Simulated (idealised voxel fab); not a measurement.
This section sets out a process module, namely voxel double patterning.
Cross-section cut spans 235 nm and uses square cells 5 nm in size.
Format of a cross-section: grid, square cells. Given as bands. Order: top down. Band: one or more rows of cells. Per band: top height and bottom height in nm, followed by the left-to-right materials and their widths in nm; "everywhere" marks a single material spanning edge to edge, "air" marks empty space. It should be noted that heights are counted from 0, beneath which the wafer as supplied is of one material throughout, and that the lowest band possesses no lower boundary but continues downward, as written in "0 down". Per-row width for "30->40": begins at first number (top row of band), ends at second number (bottom row), increment between rows held constant. No cell of the cross-section changed in a step that is given as "stayed the same". Any empty space of 8 cells or more lacking an open way to the top shows up in "Enclosed void entries" as width x height at distance, distance from the left edge, in nm. Where a step's line continues beyond its settings, the continuation is a remark by the simulator itself on that step. Steps that use a mask can have "overlay nm" on their line. It says how far the mask sat to the right of where it was meant to be. Negative means to the left.

The process steps that were planned are listed below:
1 RECEIVE: material Si
2 CONFORMAL_DEP: material SiO2, thk nm 10
3 DIRECTIONAL_DEP: material W, thk nm 15
4 DIRECTIONAL_DEP: material SiN, thk nm 10
5 DIRECTIONAL_DEP: material aC, thk nm 15
6 PATTERN: tone open, mask id FIRST, material resist, width nm 15, pitch nm 50, thk nm 35, overlay nm 0
7 DIRECTIONAL_ETCH: etch materials aC, depth nm 15
8 STRIP: etch materials resist
9 DIRECTIONAL_ETCH: etch materials SiN, depth nm 10
10 STRIP: etch materials aC
11 PATTERN: tone open, mask id SECOND, material resist, width nm 15, pitch nm 50, thk nm 15, overlay nm 0
12 DIRECTIONAL_ETCH: etch materials SiN, depth nm 10
13 STRIP: etch materials resist
14 DIRECTIONAL_ETCH: etch materials W, depth nm 15
15 STRIP: etch materials SiN

Received-state cross-section, reflecting completion of step 1:
- 0 down  Si everywhere
- Enclosed void entries: none

The plan above was carried out on the starting structure above with one mistake, and this cross-section shows the wafer at the end of the module:
- 25 to 10  air=85 | W=15 | air=35 | W=15 | air=85
- 10 to 0  SiO2 everywhere
- 0 down  Si everywhere
- Enclosed void entries: none
The plan and the run diverged here: step 11 ran with different settings than intended, the actual operation and settings being PATTERN: tone cover, mask id SECOND, material resist, width nm 15, pitch nm 50, thk nm 15, overlay nm 0
